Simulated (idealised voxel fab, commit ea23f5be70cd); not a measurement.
process module | voxel plated lines
cross-section cut | 260 nm wide | cells 5 nm
A cross-section is a grid of square cells, given in bands from the top down. A band is one or more rows of cells.
Each band's line starts with the height of the band's top and of its bottom, in nm. Then come its materials from left to right, each with its width in nm. One material with "throughout" fills the band from edge to edge. "air" is empty space.
Height 0 is the level under which the wafer as received is all one material. The lowest band goes on downwards, as in "0 down".
A width such as "30 to 40" changes by the same amount from each row of cells to the next, from the band's top row to its bottom row.
"no change" after a step means that no cell of the cross-section changed.
closed voids: empty space of 8 cells or more with no open way to the top, each as width x height at its distance from the left edge, in nm
after a step's settings: what the simulator itself notes on the step
overlay nm, on a step with a mask: how far to the right of its planned place the mask lay; to the left if negative
plan
1 op RECEIVE | material Si
2 op CONFORMAL_DEP | material SiO2 | thk nm 5
3 op DIRECTIONAL_DEP | material TiN | thk nm 5
4 op PATTERN | tone open | mask id LINES | material resist | width nm 30 | pitch nm 50 | thk nm 35 | overlay nm 0
5 op EPI | material Ru | thk nm 5
6 op EPI | material Ru | thk nm 10
7 op EPI | material Ru | thk nm 5
8 op STRIP | etch materials resist
9 op DIRECTIONAL_ETCH | etch materials TiN | depth nm 5
10 op CONFORMAL_DEP | material SiO2 | thk nm 10
as received, after step 1
  0 down: Si throughout
  closed voids: none
a wafer at the end: this start, this plan, one mistake
  50 to 40: air 30 | SiO2 200 | air 30
  40 to 15: air 30 | SiO2 10 | Ru 30 | SiO2 20 | Ru 30 | SiO2 20 | Ru 30 | SiO2 20 | Ru 30 | SiO2 10 | air 30
  15 to 10: SiO2 40 | Ru 30 | SiO2 20 | Ru 30 | SiO2 20 | Ru 30 | SiO2 20 | Ru 30 | SiO2 40
  10 to 5: SiO2 40 | TiN 30 | SiO2 20 | TiN 30 | SiO2 20 | TiN 30 | SiO2 20 | TiN 30 | SiO2 40
  5 to 0: SiO2 throughout
  0 down: Si throughout
  closed voids: none
what went wrong: step 6 was run twice
